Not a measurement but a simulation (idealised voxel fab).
Documented hereafter: the process module known as voxel ribs on slabs.
In the cross-section labelled cut, the width is 180 nm and each square cell is 5 nm.
A cross-section is written here as square cells arranged in a grid, and it is given in bands from the top down, each band taking up one or more rows of cells.
Each band's line starts with the height of the band's top and of its bottom, in nm. Then come its materials from left to right, each with its width in nm. One material with "everywhere" fills the band from edge to edge. "blank" is empty space.
Measure heights from 0. That's the level where, below it, the as-received wafer is all one material. The lowest band is bottomless and extends downward; write it as in "from 0 down".
So if you see something like "30 to 40" for the width, read it as the top row of the band sitting at the first number and the bottom row at the second, with every row in between moving by the same amount as the last.
Step note "no alterations made" = no cross-section cell changed.
The label "Enclosed internal voids" introduces a list of the empty spaces, 8 cells or larger, that have no open way up to the top; each entry in it reads width x height at distance, where the distance is taken from the left edge and all three are stated in nm.
Past the settings on a step's line: simulator remark, on that step.
overlay nm: where the mask lay relative to plan, measured to the right, on steps with a mask; negatives go left.
### Planned process steps
1,RECEIVE with material Si
2,DIRECTIONAL_DEP with material SiO2, thk nm 20
3,DIRECTIONAL_DEP with material SiN, thk nm 15
4,DIRECTIONAL_DEP with material aC, thk nm 15
5,PATTERN with tone cover, mask id RIB, material resist, width nm 20, thk nm 35, overlay nm -15
6,DIRECTIONAL_ETCH with etch materials aC, depth nm 15
7,STRIP with etch materials resist
8,DIRECTIONAL_ETCH with etch materials SiN, depth nm 5
9,STRIP with etch materials aC
10,DIRECTIONAL_DEP with material aC, thk nm 10
11,PATTERN with tone cover, mask id SLAB, material resist, width nm 60, thk nm 30, overlay nm 0
12,DIRECTIONAL_ETCH with etch materials aC, depth nm 10
13,STRIP with etch materials resist
14,DIRECTIONAL_ETCH with etch materials SiN, depth nm 10
15,STRIP with etch materials aC
16,FILL_DEP with material SiO2, thk nm 20
17,CMP with height nm 50
18,DIRECTIONAL_DEP with material TiN, thk nm 10
19,DIRECTIONAL_DEP with material aC, thk nm 15
20,PATTERN with tone cover, mask id HEATER, material resist, width nm 30, thk nm 35, overlay nm 0
21,DIRECTIONAL_ETCH with etch materials aC, depth nm 15
22,STRIP with etch materials resist
23,DIRECTIONAL_ETCH with etch materials TiN, depth nm 10
24,STRIP with etch materials aC
25,CONFORMAL_DEP with material SiO2, thk nm 10
Split variable: overlay nm, step 5. Plan value = first wafer. Wafers start alike.
### Sectional view: first of several wafers, as received, after step 1
> from 0 down: Si everywhere
> Enclosed internal voids: none
### Take a look at the first of several wafers in cross-section: the module is done, and step 25 was its last step
> from 70 to 60: blank 65, then SiO2 50, then blank 65
> from 60 to 50: SiO2 75, then TiN 30, then SiO2 75
> from 50 to 35: SiO2 everywhere
> from 35 to 30: SiO2 65, then SiN 20, then SiO2 95
> from 30 to 20: SiO2 60, then SiN 60, then SiO2 60
> from 20 to 0: SiO2 everywhere
> from 0 down: Si everywhere
> Enclosed internal voids: none
### Cross-section at module completion, last wafer
> from 70 to 60: blank 65, then SiO2 50, then blank 65
> from 60 to 50: SiO2 75, then TiN 30, then SiO2 75
> from 50 to 35: SiO2 everywhere
> from 35 to 30: SiO2 95, then SiN 20, then SiO2 65
> from 30 to 20: SiO2 60, then SiN 60, then SiO2 60
> from 20 to 0: SiO2 everywhere
> from 0 down: Si everywhere
> Enclosed internal voids: none
### Below: a row per wafer. Contents at end of module: for every material, cells gained since receipt (+) or lost since receipt (-); then closed voids
overlay nm -15; +28 SiN; +412 SiO2; +12 TiN; Enclosed internal voids: none
overlay nm -10; +28 SiN; +412 SiO2; +12 TiN; Enclosed internal voids: none
overlay nm -5; +28 SiN; +412 SiO2; +12 TiN; Enclosed internal voids: none
overlay nm 0; +28 SiN; +412 SiO2; +12 TiN; Enclosed internal voids: none
overlay nm 5; +28 SiN; +412 SiO2; +12 TiN; Enclosed internal voids: none
overlay nm 10; +28 SiN; +412 SiO2; +12 TiN; Enclosed internal voids: none
overlay nm 15; +28 SiN; +412 SiO2; +12 TiN; Enclosed internal voids: none
